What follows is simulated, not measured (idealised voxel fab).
process module | voxel self aligned contacts
cross-section cut | 280 nm wide | cells 5 nm
A cross-section is a grid of square cells, given in bands from the top down. A band is one or more rows of cells.
Each band's line starts with the height of the band's top and of its bottom, in nm. Then come its materials from left to right, each with its width in nm. One material with "throughout" fills the band from edge to edge. "air" is empty space.
Height 0 is the level under which the wafer as received is all one material. The lowest band goes on downwards, as in "0 down".
A width such as "30 to 40" changes by the same amount from each row of cells to the next, from the band's top row to its bottom row.
"no change" after a step means that no cell of the cross-section changed.
closed voids: empty space of 8 cells or more with no open way to the top, each as width x height at its distance from the left edge, in nm
after a step's settings: what the simulator itself notes on the step
overlay nm, on a step with a mask: how far to the right of its planned place the mask lay; to the left if negative
plan
1 op RECEIVE | material Si
2 op CONFORMAL_DEP | material SiO2 | thk nm 5
3 op DIRECTIONAL_DEP | material polySi | thk nm 25
4 op DIRECTIONAL_DEP | material SiN | thk nm 20
5 op DIRECTIONAL_DEP | material aC | thk nm 10
6 op PATTERN | tone cover | mask id GATE | material resist | width nm 35 | pitch nm 70 | thk nm 25 | overlay nm 0
7 op DIRECTIONAL_ETCH | etch materials aC | depth nm 10
8 op STRIP | etch materials resist
9 op DIRECTIONAL_ETCH | etch materials SiN | depth nm 20
10 op DIRECTIONAL_ETCH | etch materials polySi | depth nm 25
11 op STRIP | etch materials aC
12 op CONFORMAL_DEP | material SiN | thk nm 5
13 op DIRECTIONAL_ETCH | etch materials SiN | depth nm 5
14 op FILL_DEP | material SiO2 | thk nm 10
15 op CMP | height nm 55
16 op DIRECTIONAL_DEP | material aC | thk nm 10
17 op PATTERN | tone open | mask id CONTACT | material resist | width nm 55 | pitch nm 70 | thk nm 25 | overlay nm 0
18 op DIRECTIONAL_ETCH | etch materials aC | depth nm 10
19 op STRIP | etch materials resist
20 op DIRECTIONAL_ETCH | etch materials SiO2 | depth nm 55
21 op STRIP | etch materials aC
22 op CONFORMAL_DEP | material TiN | thk nm 5
23 op FILL_DEP | material Ru | thk nm 10
24 op CMP | height nm 55
25 op CONFORMAL_DEP | material SiN | thk nm 5
first wafer, as planned
as received, after step 1
  0 down: Si throughout
  closed voids: none
after step 2
  5 to 0: SiO2 throughout
  below 0: unchanged
after step 3
  30 to 5: polySi throughout
  below 5: unchanged
after step 4
  50 to 30: SiN throughout
  below 30: unchanged
after step 5
  60 to 50: aC throughout
  below 50: unchanged
after step 6
  85 to 60: air 50 | resist 35 | air 35 | resist 35 | air 35 | resist 35 | air 55
  below 60: unchanged
after step 7
  75 to 60: air 50 | resist 35 | air 35 | resist 35 | air 35 | resist 35 | air 55
  60 to 50: air 50 | aC 35 | air 35 | aC 35 | air 35 | aC 35 | air 55
  below 50: unchanged
after step 8
  60 to 50: air 50 | aC 35 | air 35 | aC 35 | air 35 | aC 35 | air 55
  below 50: unchanged
after step 9
  60 to 50: air 50 | aC 35 | air 35 | aC 35 | air 35 | aC 35 | air 55
  50 to 30: air 50 | SiN 35 | air 35 | SiN 35 | air 35 | SiN 35 | air 55
  below 30: unchanged
after step 10
  60 to 50: air 50 | aC 35 | air 35 | aC 35 | air 35 | aC 35 | air 55
  50 to 30: air 50 | SiN 35 | air 35 | SiN 35 | air 35 | SiN 35 | air 55
  30 to 5: air 50 | polySi 35 | air 35 | polySi 35 | air 35 | polySi 35 | air 55
  below 5: unchanged
after step 11
  50 to 30: air 50 | SiN 35 | air 35 | SiN 35 | air 35 | SiN 35 | air 55
  below 30: unchanged
after step 12
  55 to 30: air 45 | SiN 45 | air 25 | SiN 45 | air 25 | SiN 45 | air 50
  30 to 10: air 45 | SiN 5 | polySi 35 | SiN 5 | air 25 | SiN 5 | polySi 35 | SiN 5 | air 25 | SiN 5 | polySi 35 | SiN 5 | air 50
  10 to 5: SiN 50 | polySi 35 | SiN 35 | polySi 35 | SiN 35 | polySi 35 | SiN 55
  below 5: unchanged
after step 13
  50 to 30: air 45 | SiN 45 | air 25 | SiN 45 | air 25 | SiN 45 | air 50
  30 to 5: air 45 | SiN 5 | polySi 35 | SiN 5 | air 25 | SiN 5 | polySi 35 | SiN 5 | air 25 | SiN 5 | polySi 35 | SiN 5 | air 50
  below 5: unchanged
after step 14
  60 to 50: SiO2 throughout
  50 to 30: SiO2 45 | SiN 45 | SiO2 25 | SiN 45 | SiO2 25 | SiN 45 | SiO2 50
  30 to 5: SiO2 45 | SiN 5 | polySi 35 | SiN 5 | SiO2 25 | SiN 5 | polySi 35 | SiN 5 | SiO2 25 | SiN 5 | polySi 35 | SiN 5 | SiO2 50
  below 5: unchanged
after step 15
  55 to 50: SiO2 throughout
  below 50: unchanged
after step 16
  65 to 55: aC throughout
  below 55: unchanged
after step 17
  90 to 65: resist 75 | air 55 | resist 15 | air 55 | resist 80
  below 65: unchanged
after step 18
  80 to 65: resist 75 | air 55 | resist 15 | air 55 | resist 80
  65 to 55: aC 75 | air 55 | aC 15 | air 55 | aC 80
  below 55: unchanged
after step 19
  65 to 55: aC 75 | air 55 | aC 15 | air 55 | aC 80
  below 55: unchanged
after step 20
  65 to 55: aC 75 | air 55 | aC 15 | air 55 | aC 80
  55 to 50: SiO2 75 | air 55 | SiO2 15 | air 55 | SiO2 80
  50 to 30: SiO2 45 | SiN 45 | air 25 | SiN 45 | air 25 | SiN 45 | SiO2 50
  30 to 5: SiO2 45 | SiN 5 | polySi 35 | SiN 5 | air 25 | SiN 5 | polySi 35 | SiN 5 | air 25 | SiN 5 | polySi 35 | SiN 5 | SiO2 50
  5 to 0: SiO2 90 | air 25 | SiO2 45 | air 25 | SiO2 95
  below 0: unchanged
after step 21
  55 to 50: SiO2 75 | air 55 | SiO2 15 | air 55 | SiO2 80
  below 50: unchanged
after step 22
  60 to 55: TiN 80 | air 45 | TiN 25 | air 45 | TiN 85
  55 to 50: SiO2 75 | TiN 20 | air 15 | TiN 20 | SiO2 15 | TiN 20 | air 15 | TiN 20 | SiO2 80
  50 to 30: SiO2 45 | SiN 45 | TiN 5 | air 15 | TiN 5 | SiN 45 | TiN 5 | air 15 | TiN 5 | SiN 45 | SiO2 50
  30 to 5: SiO2 45 | SiN 5 | polySi 35 | SiN 5 | TiN 5 | air 15 | TiN 5 | SiN 5 | polySi 35 | SiN 5 | TiN 5 | air 15 | TiN 5 | SiN 5 | polySi 35 | SiN 5 | SiO2 50
  5 to 0: SiO2 90 | TiN 25 | SiO2 45 | TiN 25 | SiO2 95
  below 0: unchanged
after step 23
  70 to 60: Ru throughout
  60 to 55: TiN 80 | Ru 45 | TiN 25 | Ru 45 | TiN 85
  55 to 50: SiO2 75 | TiN 20 | Ru 15 | TiN 20 | SiO2 15 | TiN 20 | Ru 15 | TiN 20 | SiO2 80
  50 to 30: SiO2 45 | SiN 45 | TiN 5 | Ru 15 | TiN 5 | SiN 45 | TiN 5 | Ru 15 | TiN 5 | SiN 45 | SiO2 50
  30 to 5: SiO2 45 | SiN 5 | polySi 35 | SiN 5 | TiN 5 | Ru 15 | TiN 5 | SiN 5 | polySi 35 | SiN 5 | TiN 5 | Ru 15 | TiN 5 | SiN 5 | polySi 35 | SiN 5 | SiO2 50
  below 5: unchanged
after step 24
  55 to 50: SiO2 75 | TiN 20 | Ru 15 | TiN 20 | SiO2 15 | TiN 20 | Ru 15 | TiN 20 | SiO2 80
  below 50: unchanged
after step 25
  60 to 55: SiN throughout
  below 55: unchanged
second wafer: like start, like plan, one mistake. Through step 5 it matches the first wafer
when step 6 should have ended
  85 to 60: air 45 | resist 35 | air 35 | resist 35 | air 35 | resist 35 | air 60
  below 60: unchanged
when step 7 should have ended
  75 to 60: air 45 | resist 35 | air 35 | resist 35 | air 35 | resist 35 | air 60
  60 to 50: air 45 | aC 35 | air 35 | aC 35 | air 35 | aC 35 | air 60
  below 50: unchanged
when step 8 should have ended
  60 to 50: air 45 | aC 35 | air 35 | aC 35 | air 35 | aC 35 | air 60
  below 50: unchanged
when step 9 should have ended
  60 to 50: air 45 | aC 35 | air 35 | aC 35 | air 35 | aC 35 | air 60
  50 to 30: air 45 | SiN 35 | air 35 | SiN 35 | air 35 | SiN 35 | air 60
  below 30: unchanged
when step 10 should have ended
  60 to 50: air 45 | aC 35 | air 35 | aC 35 | air 35 | aC 35 | air 60
  50 to 30: air 45 | SiN 35 | air 35 | SiN 35 | air 35 | SiN 35 | air 60
  30 to 5: air 45 | polySi 35 | air 35 | polySi 35 | air 35 | polySi 35 | air 60
  below 5: unchanged
when step 11 should have ended
  50 to 30: air 45 | SiN 35 | air 35 | SiN 35 | air 35 | SiN 35 | air 60
  below 30: unchanged
when step 12 should have ended
  55 to 30: air 40 | SiN 45 | air 25 | SiN 45 | air 25 | SiN 45 | air 55
  30 to 10: air 40 | SiN 5 | polySi 35 | SiN 5 | air 25 | SiN 5 | polySi 35 | SiN 5 | air 25 | SiN 5 | polySi 35 | SiN 5 | air 55
  10 to 5: SiN 45 | polySi 35 | SiN 35 | polySi 35 | SiN 35 | polySi 35 | SiN 60
  below 5: unchanged
when step 13 should have ended
  50 to 30: air 40 | SiN 45 | air 25 | SiN 45 | air 25 | SiN 45 | air 55
  30 to 5: air 40 | SiN 5 | polySi 35 | SiN 5 | air 25 | SiN 5 | polySi 35 | SiN 5 | air 25 | SiN 5 | polySi 35 | SiN 5 | air 55
  below 5: unchanged
when step 14 should have ended
  60 to 50: SiO2 throughout
  50 to 30: SiO2 40 | SiN 45 | SiO2 25 | SiN 45 | SiO2 25 | SiN 45 | SiO2 55
  30 to 5: SiO2 40 | SiN 5 | polySi 35 | SiN 5 | SiO2 25 | SiN 5 | polySi 35 | SiN 5 | SiO2 25 | SiN 5 | polySi 35 | SiN 5 | SiO2 55
  below 5: unchanged
when step 15 should have ended
  55 to 50: SiO2 throughout
  below 50: unchanged
when step 16 should have ended
  65 to 55: aC throughout
  below 55: unchanged
when step 17 should have ended
  90 to 65: resist 75 | air 55 | resist 15 | air 55 | resist 80
  below 65: unchanged
when step 18 should have ended
  80 to 65: resist 75 | air 55 | resist 15 | air 55 | resist 80
  65 to 55: aC 75 | air 55 | aC 15 | air 55 | aC 80
  below 55: unchanged
when step 19 should have ended
  65 to 55: aC 75 | air 55 | aC 15 | air 55 | aC 80
  below 55: unchanged
when step 20 should have ended
  65 to 55: aC 75 | air 55 | aC 15 | air 55 | aC 80
  55 to 50: SiO2 75 | air 55 | SiO2 15 | air 55 | SiO2 80
  50 to 30: SiO2 40 | SiN 45 | air 25 | SiN 45 | air 25 | SiN 45 | SiO2 55
  30 to 5: SiO2 40 | SiN 5 | polySi 35 | SiN 5 | air 25 | SiN 5 | polySi 35 | SiN 5 | air 25 | SiN 5 | polySi 35 | SiN 5 | SiO2 55
  5 to 0: SiO2 85 | air 25 | SiO2 45 | air 25 | SiO2 100
  below 0: unchanged
when step 21 should have ended
  55 to 50: SiO2 75 | air 55 | SiO2 15 | air 55 | SiO2 80
  below 50: unchanged
when step 22 should have ended
  60 to 55: TiN 80 | air 45 | TiN 25 | air 45 | TiN 85
  55 to 50: SiO2 75 | TiN 15 | air 15 | TiN 25 | SiO2 15 | TiN 15 | air 15 | TiN 25 | SiO2 80
  50 to 30: SiO2 40 | SiN 45 | TiN 5 | air 15 | TiN 5 | SiN 45 | TiN 5 | air 15 | TiN 5 | SiN 45 | SiO2 55
  30 to 5: SiO2 40 | SiN 5 | polySi 35 | SiN 5 | TiN 5 | air 15 | TiN 5 | SiN 5 | polySi 35 | SiN 5 | TiN 5 | air 15 | TiN 5 | SiN 5 | polySi 35 | SiN 5 | SiO2 55
  5 to 0: SiO2 85 | TiN 25 | SiO2 45 | TiN 25 | SiO2 100
  below 0: unchanged
when step 23 should have ended
  70 to 60: Ru throughout
  60 to 55: TiN 80 | Ru 45 | TiN 25 | Ru 45 | TiN 85
  55 to 50: SiO2 75 | TiN 15 | Ru 15 | TiN 25 | SiO2 15 | TiN 15 | Ru 15 | TiN 25 | SiO2 80
  50 to 30: SiO2 40 | SiN 45 | TiN 5 | Ru 15 | TiN 5 | SiN 45 | TiN 5 | Ru 15 | TiN 5 | SiN 45 | SiO2 55
  30 to 5: SiO2 40 | SiN 5 | polySi 35 | SiN 5 | TiN 5 | Ru 15 | TiN 5 | SiN 5 | polySi 35 | SiN 5 | TiN 5 | Ru 15 | TiN 5 | SiN 5 | polySi 35 | SiN 5 | SiO2 55
  below 5: unchanged
when step 24 should have ended
  55 to 50: SiO2 75 | TiN 15 | Ru 15 | TiN 25 | SiO2 15 | TiN 15 | Ru 15 | TiN 25 | SiO2 80
  below 50: unchanged
when step 25 should have ended
  60 to 55: SiN throughout
  below 55: unchanged
what went wrong: step 6 ran as: op PATTERN | tone cover | mask id GATE | material resist | width nm 35 | pitch nm 70 | thk nm 25 | overlay nm -5
at the end the second wafer has, in cells: as many of each material as the first, in other places
